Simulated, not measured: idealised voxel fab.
The process module presented herein is designated voxel ribs on slabs.
Section cut is 260 nm wide and gridded with 5 nm square cells.
The cross-sections in this document take the form of a grid made of square cells. They are written out as bands, in order from top to bottom. Each band consists of one or more rows of cells.
The entry gives the band's vertical extent as a top height and a bottom height in nm, then its horizontal make-up as materials from left to right, each with a width in nm. "air" stands for empty space; a single material marked "all across" fills the band edge to edge.
Ref level 0: as-received wafer is one material below here. Bottom band extends down with no lower bound ("0..down").
Per-row width for "30 to 40": begins at first number (top row of band), ends at second number (bottom row), increment between rows held constant.
"no change" -> step changed no cross-section cell.
So "Sealed void list" is basically the list of trapped voids: any empty space of 8 cells or more that can't reach the top through an opening. They're written width x height at distance, the distance being from the left edge, and it's all nm.
Step line, after settings: the simulator's comment on this step.
overlay nm: where the mask lay relative to plan, measured to the right, on steps with a mask; negatives go left.
The remainder of this document consists of a sequence of paired cross-sections. Each pair presents the cross-section prior to one process step together with the cross-section following it, the latter being rendered only as deep as the lowest band that underwent change. The intervening step, together with its settings, is stated beneath each pair. Because the pairs may originate from different runs of this module on the same starting wafer, a given pair is to be read as continuing from the preceding pair only where its entry headed "Before this step" so indicates.

Before this step
- 40..35  air: 120  polySi: 15  air: 125
- 35..30  polySi: 90  air: 30  polySi: 15  air: 30  polySi: 95
- 30..0  SiO2 all across
- 0..down  Si all across
- Sealed void list: none

Resultant Cross-Section
- 55..40  SiO2 all across
- 40..35  SiO2: 120  polySi: 15  SiO2: 125
- 35..30  polySi: 90  SiO2: 30  polySi: 15  SiO2: 30  polySi: 95
- Below 30 it's all the same as before, nothing changed down there.
- Sealed void list: none
Which operation lies between the before and after views above? FILL_DEP,material SiO2,thk nm 15

Before this step: check the pair just above; its after cross-section is our before state.

Resultant Cross-Section
- 65..55  W all across
- Below 55 it's all the same as before, nothing changed down there.
- Sealed void list: none
Which operation lies between the before and after views above? DIRECTIONAL_DEP,material W,thk nm 10

Before this step: check the pair just above; its after cross-section is our before state.

Resultant Cross-Section
- 80..65  aC all across
- Below 65 it's all the same as before, nothing changed down there.
- Sealed void list: none
Which operation lies between the before and after views above? DIRECTIONAL_DEP,material aC,thk nm 15

Before this step: check the pair just above; its after cross-section is our before state.

Resultant Cross-Section
- 110..80  air: 115  resist: 25  air: 120
- Below 80 it's all the same as before, nothing changed down there.
- Sealed void list: none
Which operation lies between the before and after views above? PATTERN,tone cover,mask id HEATER,material resist,width nm 25,thk nm 30,overlay nm 0

Before this step: check the pair just above; its after cross-section is our before state.

Resultant Cross-Section
- 95..80  air: 115  resist: 25  air: 120
- 80..65  air: 115  aC: 25  air: 120
- Below 65 it's all the same as before, nothing changed down there.
- Sealed void list: none
Which operation lies between the before and after views above? DIRECTIONAL_ETCH,etch materials aC,depth nm 15

Before this step: check the pair just above; its after cross-section is our before state.

Resultant Cross-Section
- 80..65  air: 115  aC: 25  air: 120
- Below 65 it's all the same as before, nothing changed down there.
- Sealed void list: none
Which operation lies between the before and after views above? STRIP,etch materials resist

Before this step: check the pair just above; its after cross-section is our before state.

Resultant Cross-Section
- 80..65  air: 115  aC: 25  air: 120
- 65..55  air: 115  W: 25  air: 120
- Below 55 it's all the same as before, nothing changed down there.
- Sealed void list: none
Which operation lies between the before and after views above? DIRECTIONAL_ETCH,etch materials W,depth nm 10

Before this step: check the pair just above; its after cross-section is our before state.

Resultant Cross-Section
- 65..55  air: 115  W: 25  air: 120
- Below 55 it's all the same as before, nothing changed down there.
- Sealed void list: none
Which operation lies between the before and after views above? STRIP,etch materials aC

Before this step: check the pair just above; its after cross-section is our before state.

Resultant Cross-Section
- 70..65  air: 110  SiN: 35  air: 115
- 65..60  air: 110  SiN: 5  W: 25  SiN: 5  air: 115
- 60..55  SiN: 115  W: 25  SiN: 120
- Below 55 it's all the same as before, nothing changed down there.
- Sealed void list: none
Which operation lies between the before and after views above? CONFORMAL_DEP,material SiN,thk nm 5
